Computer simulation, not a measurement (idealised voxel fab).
Title: Process Module voxel transistor to metal
This is section cut - it's 215 nm across, gridded in 5 nm square cells.
We lay out every cross-section as a grid of square cells and spell it out in bands from the top down, where one band means one or more rows of cells. Read a band's entry like this: the first values are the height of its top and the height of its bottom in nm, and what follows is the sequence of materials from left to right, each with its width in nm. Note that "blank" is empty space, and that a single material marked "everywhere" reaches across the band from edge to edge. For the purposes of this specification, 0 denotes the height below which the wafer in its as-received condition is composed wholly of one material, and the lowermost band, lacking a lower limit, extends downward without end, as expressed in "0 -> down". Think of "30..40" as a width that walks from the first number to the second as you go down the band, top row to bottom row, taking equal-sized steps from row to row. Basically "same as before" means that step didn't change any cell in the cross-section. In "Closed void listing" the enclosed voids are listed, meaning empty spaces of 8 cells or larger without any opening to the top. The form is width x height at distance, distance from the left edge, units nm. Heads up: the bit after the settings on a step's line is the simulator's remark on that step. On any step carrying a mask, the "overlay nm" setting, if present on the step's line, tells how far right of its planned place the mask lay; negative values point to the left.
This section lists the process steps that were planned:
- 1: RECEIVE | material Si
- 2: OXIDIZE | depth nm 5
- 3: CONFORMAL_DEP | material SiN | thk nm 10
- 4: DIRECTIONAL_DEP | material aC | thk nm 15
- 5: PATTERN | tone cover | mask id ACTIVE | material resist | width nm 115 | thk nm 35 | overlay nm 0
- 6: DIRECTIONAL_ETCH | etch materials aC | depth nm 15
- 7: STRIP | etch materials resist
- 8: DIRECTIONAL_ETCH | etch materials SiN | depth nm 10
- 9: DIRECTIONAL_ETCH | etch materials SiO2 | depth nm 5
- 10: DIRECTIONAL_ETCH | etch materials Si | depth nm 25
- 11: STRIP | etch materials aC
- 12: FILL_DEP | material SiO2 | thk nm 15
- 13: CMP | height nm 10
- 14: SELECTIVE_ETCH | etch materials SiO2 | depth nm 5
- 15: STRIP | etch materials SiN
- 16: SELECTIVE_ETCH | etch materials SiO2 | depth nm 5
- 17: OXIDIZE | depth nm 5
- 18: DIRECTIONAL_DEP | material polySi | thk nm 20
- 19: DIRECTIONAL_DEP | material SiCN | thk nm 15
- 20: MASKED_ETCH | tone cover | mask id GATE | width nm 25 | etch materials SiCN | depth nm 25 | overlay nm 0
- 21: MASKED_ETCH | tone cover | mask id GATE | width nm 25 | etch materials polySi | depth nm 30 | overlay nm 0
- 22: CONFORMAL_DEP | material SiO2 | thk nm 5
- 23: DIRECTIONAL_ETCH | etch materials SiO2 | depth nm 5
- 24: CONFORMAL_DEP | material SiN | thk nm 5
- 25: DIRECTIONAL_ETCH | etch materials SiN | depth nm 5
- 26: DIRECTIONAL_ETCH | etch materials SiO2 | depth nm 5
- 27: DIRECTIONAL_ETCH | etch materials Si | depth nm 15
- 28: EPI | material nSi | thk nm 15
- 29: FILL_DEP | material SiO2 | thk nm 5
- 30: CMP | height nm 30
- 31: DIRECTIONAL_DEP | material SiO2 | thk nm 15
- 32: PATTERN | tone open | mask id CONTACT | material resist | width nm 20 | pitch nm 75 | thk nm 15 | overlay nm 0
- 33: DIRECTIONAL_ETCH | etch materials SiO2 | depth nm 40
- 34: STRIP | etch materials resist
- 35: CONFORMAL_DEP | material TiN | thk nm 5
- 36: FILL_DEP | material Ru | thk nm 10
- 37: CMP | height nm 45
- 38: DIRECTIONAL_DEP | material TiN | thk nm 5
- 39: DIRECTIONAL_DEP | material Ru | thk nm 15
- 40: DIRECTIONAL_DEP | material aC | thk nm 10
- 41: PATTERN | tone cover | mask id METAL_1 | material resist | width nm 20 | pitch nm 75 | thk nm 25 | overlay nm 0
- 42: DIRECTIONAL_ETCH | etch materials aC | depth nm 10
- 43: STRIP | etch materials resist
- 44: DIRECTIONAL_ETCH | etch materials Ru | depth nm 15
- 45: DIRECTIONAL_ETCH | etch materials TiN | depth nm 5
- 46: STRIP | etch materials aC
- 47: FILL_DEP | material lowk | thk nm 10
- 48: CMP | height nm 65
- 49: CONFORMAL_DEP | material SiN | thk nm 5
The first wafer of two, processed as planned:
Cross-section of the wafer upon arrival, representing the state reached after step 1:
- 0 -> down = Si everywhere
- Closed void listing: none
Cross-section: wafer state after step 2:
- 0 -> -5 = SiO2 everywhere
- Everything below -5 is unchanged.
Cross-section: wafer state after step 3:
- 10 -> 0 = SiN everywhere
- Everything below 0 is unchanged.
Cross-section: wafer state after step 4:
- 25 -> 10 = aC everywhere
- Everything below 10 is unchanged.
Cross-section: wafer state after step 5:
- 60 -> 25 = blank: 50 | resist: 115 | blank: 50
- Everything below 25 is unchanged.
Cross-section: wafer state after step 6:
- 45 -> 25 = blank: 50 | resist: 115 | blank: 50
- 25 -> 10 = blank: 50 | aC: 115 | blank: 50
- Everything below 10 is unchanged.
Cross-section: wafer state after step 7:
- 25 -> 10 = blank: 50 | aC: 115 | blank: 50
- Everything below 10 is unchanged.
Cross-section: wafer state after step 8:
- 25 -> 10 = blank: 50 | aC: 115 | blank: 50
- 10 -> 0 = blank: 50 | SiN: 115 | blank: 50
- Everything below 0 is unchanged.
Cross-section: wafer state after step 9:
- 25 -> 10 = blank: 50 | aC: 115 | blank: 50
- 10 -> 0 = blank: 50 | SiN: 115 | blank: 50
- 0 -> -5 = blank: 50 | SiO2: 115 | blank: 50
- Everything below -5 is unchanged.
Cross-section: wafer state after step 10:
- 25 -> 10 = blank: 50 | aC: 115 | blank: 50
- 10 -> 0 = blank: 50 | SiN: 115 | blank: 50
- 0 -> -5 = blank: 50 | SiO2: 115 | blank: 50
- -5 -> -30 = blank: 50 | Si: 115 | blank: 50
- Everything below -30 is unchanged.
Cross-section: wafer state after step 11:
- 10 -> 0 = blank: 50 | SiN: 115 | blank: 50
- Everything below 0 is unchanged.
Cross-section: wafer state after step 12:
- 25 -> 10 = SiO2 everywhere
- 10 -> 0 = SiO2: 50 | SiN: 115 | SiO2: 50
- 0 -> -5 = SiO2 everywhere
- -5 -> -30 = SiO2: 50 | Si: 115 | SiO2: 50
- Everything below -30 is unchanged.
Cross-section: wafer state after step 13:
- 10 -> 0 = SiO2: 50 | SiN: 115 | SiO2: 50
- Everything below 0 is unchanged.
Cross-section: wafer state after step 14:
- 10 -> 5 = blank: 50 | SiN: 115 | blank: 50
- Everything below 5 is unchanged.
Cross-section: wafer state after step 15:
- 5 -> 0 = SiO2: 50 | blank: 115 | SiO2: 50
- Everything below 0 is unchanged.
Cross-section: wafer state after step 16:
- 0 -> -5 = SiO2: 45 | blank: 125 | SiO2: 45
- Everything below -5 is unchanged.
Cross-section: wafer state after step 17:
- 0 -> -5 = SiO2: 45 | blank: 125 | SiO2: 45
- -5 -> -10 = SiO2 everywhere
- Everything below -10 is unchanged.
Cross-section: wafer state after step 18:
- 20 -> 15 = polySi: 45 | blank: 125 | polySi: 45
- 15 -> 0 = polySi everywhere
- 0 -> -5 = SiO2: 45 | polySi: 125 | SiO2: 45
- Everything below -5 is unchanged.
Cross-section: wafer state after step 19:
- 35 -> 30 = SiCN: 45 | blank: 125 | SiCN: 45
- 30 -> 20 = SiCN everywhere
- 20 -> 15 = polySi: 45 | SiCN: 125 | polySi: 45
- Everything below 15 is unchanged.
Cross-section: wafer state after step 20:
- 30 -> 20 = blank: 95 | SiCN: 25 | blank: 95
- 20 -> 15 = polySi: 45 | blank: 50 | SiCN: 25 | blank: 50 | polySi: 45
- Everything below 15 is unchanged.
Cross-section: wafer state after step 21:
- 30 -> 15 = blank: 95 | SiCN: 25 | blank: 95
- 15 -> 0 = blank: 95 | polySi: 25 | blank: 95
- 0 -> -5 = SiO2: 45 | blank: 50 | polySi: 25 | blank: 50 | SiO2: 45
- Everything below -5 is unchanged.
Cross-section: wafer state after step 22:
- 35 -> 30 = blank: 90 | SiO2: 35 | blank: 90
- 30 -> 15 = blank: 90 | SiO2: 5 | SiCN: 25 | SiO2: 5 | blank: 90
- 15 -> 5 = blank: 90 | SiO2: 5 | polySi: 25 | SiO2: 5 | blank: 90
- 5 -> 0 = SiO2: 50 | blank: 40 | SiO2: 5 | polySi: 25 | SiO2: 5 | blank: 40 | SiO2: 50
- 0 -> -5 = SiO2: 95 | polySi: 25 | SiO2: 95
- Everything below -5 is unchanged.
Cross-section: wafer state after step 23:
- 30 -> 15 = blank: 90 | SiO2: 5 | SiCN: 25 | SiO2: 5 | blank: 90
- 15 -> 0 = blank: 90 | SiO2: 5 | polySi: 25 | SiO2: 5 | blank: 90
- 0 -> -5 = SiO2: 50 | blank: 40 | SiO2: 5 | polySi: 25 | SiO2: 5 | blank: 40 | SiO2: 50
- Everything below -5 is unchanged.
Cross-section: wafer state after step 24:
- 35 -> 30 = blank: 85 | SiN: 45 | blank: 85
- 30 -> 15 = blank: 85 | SiN: 5 | SiO2: 5 | SiCN: 25 | SiO2: 5 | SiN: 5 | blank: 85
- 15 -> 5 = blank: 85 | SiN: 5 | SiO2: 5 | polySi: 25 | SiO2: 5 | SiN: 5 | blank: 85
- 5 -> 0 = SiN: 55 | blank: 30 | SiN: 5 | SiO2: 5 | polySi: 25 | SiO2: 5 | SiN: 5 | blank: 30 | SiN: 55
- 0 -> -5 = SiO2: 50 | SiN: 40 | SiO2: 5 | polySi: 25 | SiO2: 5 | SiN: 40 | SiO2: 50
- Everything below -5 is unchanged.
Cross-section: wafer state after step 25:
- 30 -> 15 = blank: 85 | SiN: 5 | SiO2: 5 | SiCN: 25 | SiO2: 5 | SiN: 5 | blank: 85
- 15 -> 0 = blank: 85 | SiN: 5 | SiO2: 5 | polySi: 25 | SiO2: 5 | SiN: 5 | blank: 85
- 0 -> -5 = SiO2: 50 | SiN: 5 | blank: 30 | SiN: 5 | SiO2: 5 | polySi: 25 | SiO2: 5 | SiN: 5 | blank: 30 | SiN: 5 | SiO2: 50
- Everything below -5 is unchanged.
Cross-section: wafer state after step 26:
- 30 -> 25 = blank: 85 | SiN: 5 | blank: 5 | SiCN: 25 | blank: 5 | SiN: 5 | blank: 85
- 25 -> 15 = blank: 85 | SiN: 5 | SiO2: 5 | SiCN: 25 | SiO2: 5 | SiN: 5 | blank: 85
- 15 -> 0 = blank: 85 | SiN: 5 | SiO2: 5 | polySi: 25 | SiO2: 5 | SiN: 5 | blank: 85
- 0 -> -5 = blank: 50 | SiN: 5 | blank: 30 | SiN: 5 | SiO2: 5 | polySi: 25 | SiO2: 5 | SiN: 5 | blank: 30 | SiN: 5 | blank: 50
- -5 -> -10 = SiO2: 55 | blank: 30 | SiO2: 45 | blank: 30 | SiO2: 55
- Everything below -10 is unchanged.
Cross-section: wafer state after step 27:
- 30 -> 25 = blank: 85 | SiN: 5 | blank: 5 | SiCN: 25 | blank: 5 | SiN: 5 | blank: 85
- 25 -> 15 = blank: 85 | SiN: 5 | SiO2: 5 | SiCN: 25 | SiO2: 5 | SiN: 5 | blank: 85
- 15 -> 0 = blank: 85 | SiN: 5 | SiO2: 5 | polySi: 25 | SiO2: 5 | SiN: 5 | blank: 85
- 0 -> -5 = blank: 50 | SiN: 5 | blank: 30 | SiN: 5 | SiO2: 5 | polySi: 25 | SiO2: 5 | SiN: 5 | blank: 30 | SiN: 5 | blank: 50
- -5 -> -10 = SiO2: 55 | blank: 30 | SiO2: 45 | blank: 30 | SiO2: 55
- -10 -> -25 = SiO2: 50 | Si: 5 | blank: 30 | Si: 45 | blank: 30 | Si: 5 | SiO2: 50
- Everything below -25 is unchanged.
Cross-section: wafer state after step 28:
- 30 -> 25 = blank: 85 | SiN: 5 | blank: 5 | SiCN: 25 | blank: 5 | SiN: 5 | blank: 85
- 25 -> 15 = blank: 85 | SiN: 5 | SiO2: 5 | SiCN: 25 | SiO2: 5 | SiN: 5 | blank: 85
- 15 -> 5 = blank: 85 | SiN: 5 | SiO2: 5 | polySi: 25 | SiO2: 5 | SiN: 5 | blank: 85
- 5 -> 0 = blank: 50 | nSi: 35 | SiN: 5 | SiO2: 5 | polySi: 25 | SiO2: 5 | SiN: 5 | nSi: 35 | blank: 50
- 0 -> -5 = blank: 50 | SiN: 5 | nSi: 30 | SiN: 5 | SiO2: 5 | polySi: 25 | SiO2: 5 | SiN: 5 | nSi: 30 | SiN: 5 | blank: 50
- -5 -> -10 = SiO2: 55 | nSi: 30 | SiO2: 45 | nSi: 30 | SiO2: 55
- -10 -> -25 = SiO2: 50 | Si: 5 | nSi: 30 | Si: 45 | nSi: 30 | Si: 5 | SiO2: 50
- Everything below -25 is unchanged.
Cross-section: wafer state after step 29:
- 35 -> 30 = SiO2 everywhere
- 30 -> 15 = SiO2: 85 | SiN: 5 | SiO2: 5 | SiCN: 25 | SiO2: 5 | SiN: 5 | SiO2: 85
- 15 -> 5 = SiO2: 85 | SiN: 5 | SiO2: 5 | polySi: 25 | SiO2: 5 | SiN: 5 | SiO2: 85
- 5 -> 0 = SiO2: 50 | nSi: 35 | SiN: 5 | SiO2: 5 | polySi: 25 | SiO2: 5 | SiN: 5 | nSi: 35 | SiO2: 50
- 0 -> -5 = SiO2: 50 | SiN: 5 | nSi: 30 | SiN: 5 | SiO2: 5 | polySi: 25 | SiO2: 5 | SiN: 5 | nSi: 30 | SiN: 5 | SiO2: 50
- Everything below -5 is unchanged.
Cross-section: wafer state after step 30:
- 30 -> 15 = SiO2: 85 | SiN: 5 | SiO2: 5 | SiCN: 25 | SiO2: 5 | SiN: 5 | SiO2: 85
- Everything below 15 is unchanged.
Cross-section: wafer state after step 31:
- 45 -> 30 = SiO2 everywhere
- Everything below 30 is unchanged.
Cross-section: wafer state after step 32:
- 60 -> 45 = resist: 60 | blank: 20 | resist: 55 | blank: 20 | resist: 60
- Everything below 45 is unchanged.
Cross-section: wafer state after step 33:
- 60 -> 45 = resist: 60 | blank: 20 | resist: 55 | blank: 20 | resist: 60
- 45 -> 30 = SiO2: 60 | blank: 20 | SiO2: 55 | blank: 20 | SiO2: 60
- 30 -> 15 = SiO2: 60 | blank: 20 | SiO2: 5 | SiN: 5 | SiO2: 5 | SiCN: 25 | SiO2: 5 | SiN: 5 | SiO2: 5 | blank: 20 | SiO2: 60
- 15 -> 5 = SiO2: 60 | blank: 20 | SiO2: 5 | SiN: 5 | SiO2: 5 | polySi: 25 | SiO2: 5 | SiN: 5 | SiO2: 5 | blank: 20 | SiO2: 60
- Everything below 5 is unchanged.
Cross-section: wafer state after step 34:
- 45 -> 30 = SiO2: 60 | blank: 20 | SiO2: 55 | blank: 20 | SiO2: 60
- Everything below 30 is unchanged.
Cross-section: wafer state after step 35:
- 50 -> 45 = TiN: 65 | blank: 10 | TiN: 65 | blank: 10 | TiN: 65
- 45 -> 30 = SiO2: 60 | TiN: 5 | blank: 10 | TiN: 5 | SiO2: 55 | TiN: 5 | blank: 10 | TiN: 5 | SiO2: 60
- 30 -> 15 = SiO2: 60 | TiN: 5 | blank: 10 | TiN: 5 | SiO2: 5 | SiN: 5 | SiO2: 5 | SiCN: 25 | SiO2: 5 | SiN: 5 | SiO2: 5 | TiN: 5 | blank: 10 | TiN: 5 | SiO2: 60
- 15 -> 10 = SiO2: 60 | TiN: 5 | blank: 10 | TiN: 5 | SiO2: 5 | SiN: 5 | SiO2: 5 | polySi: 25 | SiO2: 5 | SiN: 5 | SiO2: 5 | TiN: 5 | blank: 10 | TiN: 5 | SiO2: 60
- 10 -> 5 = SiO2: 60 | TiN: 20 | SiO2: 5 | SiN: 5 | SiO2: 5 | polySi: 25 | SiO2: 5 | SiN: 5 | SiO2: 5 | TiN: 20 | SiO2: 60
- Everything below 5 is unchanged.
Cross-section: wafer state after step 36:
- 60 -> 50 = Ru everywhere
- 50 -> 45 = TiN: 65 | Ru: 10 | TiN: 65 | Ru: 10 | TiN: 65
- 45 -> 30 = SiO2: 60 | TiN: 5 | Ru: 10 | TiN: 5 | SiO2: 55 | TiN: 5 | Ru: 10 | TiN: 5 | SiO2: 60
- 30 -> 15 = SiO2: 60 | TiN: 5 | Ru: 10 | TiN: 5 | SiO2: 5 | SiN: 5 | SiO2: 5 | SiCN: 25 | SiO2: 5 | SiN: 5 | SiO2: 5 | TiN: 5 | Ru: 10 | TiN: 5 | SiO2: 60
- 15 -> 10 = SiO2: 60 | TiN: 5 | Ru: 10 | TiN: 5 | SiO2: 5 | SiN: 5 | SiO2: 5 | polySi: 25 | SiO2: 5 | SiN: 5 | SiO2: 5 | TiN: 5 | Ru: 10 | TiN: 5 | SiO2: 60
- Everything below 10 is unchanged.
Cross-section: wafer state after step 37:
- 45 -> 30 = SiO2: 60 | TiN: 5 | Ru: 10 | TiN: 5 | SiO2: 55 | TiN: 5 | Ru: 10 | TiN: 5 | SiO2: 60
- Everything below 30 is unchanged.
Cross-section: wafer state after step 38:
- 50 -> 45 = TiN everywhere
- Everything below 45 is unchanged.
Cross-section: wafer state after step 39:
- 65 -> 50 = Ru everywhere
- Everything below 50 is unchanged.
Cross-section: wafer state after step 40:
- 75 -> 65 = aC everywhere
- Everything below 65 is unchanged.
Cross-section: wafer state after step 41:
- 100 -> 75 = blank: 60 | resist: 20 | blank: 55 | resist: 20 | blank: 60
- Everything below 75 is unchanged.
Cross-section: wafer state after step 42:
- 90 -> 75 = blank: 60 | resist: 20 | blank: 55 | resist: 20 | blank: 60
- 75 -> 65 = blank: 60 | aC: 20 | blank: 55 | aC: 20 | blank: 60
- Everything below 65 is unchanged.
Cross-section: wafer state after step 43:
- 75 -> 65 = blank: 60 | aC: 20 | blank: 55 | aC: 20 | blank: 60
- Everything below 65 is unchanged.
Cross-section: wafer state after step 44:
- 75 -> 65 = blank: 60 | aC: 20 | blank: 55 | aC: 20 | blank: 60
- 65 -> 50 = blank: 60 | Ru: 20 | blank: 55 | Ru: 20 | blank: 60
- Everything below 50 is unchanged.
Cross-section: wafer state after step 45:
- 75 -> 65 = blank: 60 | aC: 20 | blank: 55 | aC: 20 | blank: 60
- 65 -> 50 = blank: 60 | Ru: 20 | blank: 55 | Ru: 20 | blank: 60
- 50 -> 45 = blank: 60 | TiN: 20 | blank: 55 | TiN: 20 | blank: 60
- Everything below 45 is unchanged.
Cross-section: wafer state after step 46:
- 65 -> 50 = blank: 60 | Ru: 20 | blank: 55 | Ru: 20 | blank: 60
- Everything below 50 is unchanged.
Cross-section: wafer state after step 47:
- 75 -> 65 = lowk everywhere
- 65 -> 50 = lowk: 60 | Ru: 20 | lowk: 55 | Ru: 20 | lowk: 60
- 50 -> 45 = lowk: 60 | TiN: 20 | lowk: 55 | TiN: 20 | lowk: 60
- Everything below 45 is unchanged.
Cross-section: wafer state after step 48:
- 65 -> 50 = lowk: 60 | Ru: 20 | lowk: 55 | Ru: 20 | lowk: 60
- Everything below 50 is unchanged.
Cross-section: wafer state after step 49:
- 70 -> 65 = SiN everywhere
- Everything below 65 is unchanged.
The second wafer began exactly as the first did and followed the same plan, but one mistake was made while running it; through step 36 inclusive, the two wafers are identical:
Cross-section, second wafer, at the end time the plan gives for step 37:
- 40 -> 30 = SiO2: 60 | TiN: 5 | Ru: 10 | TiN: 5 | SiO2: 55 | TiN: 5 | Ru: 10 | TiN: 5 | SiO2: 60
- Everything below 30 is unchanged.
Cross-section, second wafer, at the end time the plan gives for step 38:
- 45 -> 40 = TiN everywhere
- Everything below 40 is unchanged.
Cross-section, second wafer, at the end time the plan gives for step 39:
- 60 -> 45 = Ru everywhere
- Everything below 45 is unchanged.
Cross-section, second wafer, at the end time the plan gives for step 40:
- 70 -> 60 = aC everywhere
- Everything below 60 is unchanged.
Cross-section, second wafer, at the end time the plan gives for step 41:
- 95 -> 70 = blank: 60 | resist: 20 | blank: 55 | resist: 20 | blank: 60
- Everything below 70 is unchanged.
Cross-section, second wafer, at the end time the plan gives for step 42:
- 85 -> 70 = blank: 60 | resist: 20 | blank: 55 | resist: 20 | blank: 60
- 70 -> 60 = blank: 60 | aC: 20 | blank: 55 | aC: 20 | blank: 60
- Everything below 60 is unchanged.
Cross-section, second wafer, at the end time the plan gives for step 43:
- 70 -> 60 = blank: 60 | aC: 20 | blank: 55 | aC: 20 | blank: 60
- Everything below 60 is unchanged.
Cross-section, second wafer, at the end time the plan gives for step 44:
- 70 -> 60 = blank: 60 | aC: 20 | blank: 55 | aC: 20 | blank: 60
- 60 -> 45 = blank: 60 | Ru: 20 | blank: 55 | Ru: 20 | blank: 60
- Everything below 45 is unchanged.
Cross-section, second wafer, at the end time the plan gives for step 45:
- 70 -> 60 = blank: 60 | aC: 20 | blank: 55 | aC: 20 | blank: 60
- 60 -> 45 = blank: 60 | Ru: 20 | blank: 55 | Ru: 20 | blank: 60
- 45 -> 40 = blank: 60 | TiN: 20 | blank: 55 | TiN: 20 | blank: 60
- Everything below 40 is unchanged.
Cross-section, second wafer, at the end time the plan gives for step 46:
- 60 -> 45 = blank: 60 | Ru: 20 | blank: 55 | Ru: 20 | blank: 60
- Everything below 45 is unchanged.
Cross-section, second wafer, at the end time the plan gives for step 47:
- 70 -> 60 = lowk everywhere
- 60 -> 45 = lowk: 60 | Ru: 20 | lowk: 55 | Ru: 20 | lowk: 60
- 45 -> 40 = lowk: 60 | TiN: 20 | lowk: 55 | TiN: 20 | lowk: 60
- Everything below 40 is unchanged.
Cross-section, second wafer, at the end time the plan gives for step 48:
- 65 -> 60 = lowk everywhere
- Everything below 60 is unchanged.
Cross-section, second wafer, at the end time the plan gives for step 49:
- 70 -> 65 = SiN everywhere
- Everything below 65 is unchanged.
Diagnosis: step 37 ran as: CMP | height nm 40
End of process, cell counts, second wafer against first, materials with more or fewer: -4 Ru, -35 SiO2, -4 TiN, +43 lowk
